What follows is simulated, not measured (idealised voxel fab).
A process module follows: voxel tone inversion.
Displayed cross-section: cut, width of 300 nm, square cells sized 5 nm.
A cross-section is a grid of square cells, given in bands from the top down. A band is one or more rows of cells.
Per band: top height and bottom height in nm, followed by the left-to-right materials and their widths in nm; "all across" marks a single material spanning edge to edge, "blank" marks empty space.
Heads up on the height convention: 0 is the point under which the incoming wafer is all one material, and the lowest band has no bottom, it just keeps going down, like "z 0 and below".
Note: "30->40" means the width goes from the first number (top row of the band) to the second number (bottom row) in equal steps per row of cells.
Where the words "remained the same" appear for a step, the cross-section shows no cell changed by that step; every cell remained as before.
Reported under the label "Enclosed void listing" are the empty spaces having no open way to the top and comprising 8 cells or more; the notation for each is width x height at distance, in which the distance is measured from the left edge and all three values are in nm.
On a step's line, text after the settings is the simulator commenting on that step.
A step's line can hold "overlay nm"; with a mask on that step, the setting says how far right of the planned place the mask lay, while a negative setting says it lay to the left.
### Steps planned for the process
| 1 | op RECEIVE | material Si |
| 2 | op CONFORMAL_DEP | material SiN | thk nm 5 |
| 3 | op DIRECTIONAL_DEP | material polySi | thk nm 15 |
| 4 | op PATTERN | tone cover | mask id POSTS | material resist | width nm 15 | pitch nm 40 | thk nm 20 | overlay nm 0 |
| 5 | op DIRECTIONAL_ETCH | etch materials polySi | depth nm 15 |
| 6 | op STRIP | etch materials resist |
| 7 | op FILL_DEP | material SiO2 | thk nm 10 |
| 8 | op CMP | height nm 20 |
| 9 | op STRIP | etch materials polySi |
| 10 | op CONFORMAL_DEP | material TiN | thk nm 5 |
| 11 | op FILL_DEP | material Ru | thk nm 10 |
| 12 | op CMP | height nm 20 |
| 13 | op CONFORMAL_DEP | material SiN | thk nm 5 |
### Cross-section, incoming material, after step 1
> z 0 and below | Si all across
> Enclosed void listing: none
### Cross-sectional image of the first of two wafers at the end of the module, the run having proceeded as planned
> z 25 to 20 | SiN all across
> z 20 to 10 | SiO2=100, TiN=5, Ru=5, TiN=5, SiO2=25, TiN=5, Ru=5, TiN=5, SiO2=25, TiN=5, Ru=5, TiN=5, SiO2=105
> z 10 to 5 | SiO2=100, TiN=15, SiO2=25, TiN=15, SiO2=25, TiN=15, SiO2=105
> z 5 to 0 | SiN all across
> z 0 and below | Si all across
> Enclosed void listing: none
### Second wafer through the module, sectioned at the end: same beginning and same plan as the first wafer, with one mistake in carrying it out
> z 25 to 20 | SiN all across
> z 20 to 10 | SiO2=100, TiN=5, Ru=5, TiN=5, SiO2=25, TiN=5, Ru=5, TiN=5, SiO2=25, TiN=5, Ru=5, TiN=5, SiO2=105
> z 10 to 5 | SiO2=100, TiN=15, SiO2=25, TiN=15, SiO2=25, TiN=15, SiO2=105
> z 5 to 0 | TiN all across
> z 0 and below | Si all across
> Enclosed void listing: none
Here's what went sideways: rather than as planned, step 2 actually ran as op CONFORMAL_DEP | material TiN | thk nm 5
The final cell counts differ between the wafers, with the second having more or fewer of some materials than the first: SiN -60 | TiN +60
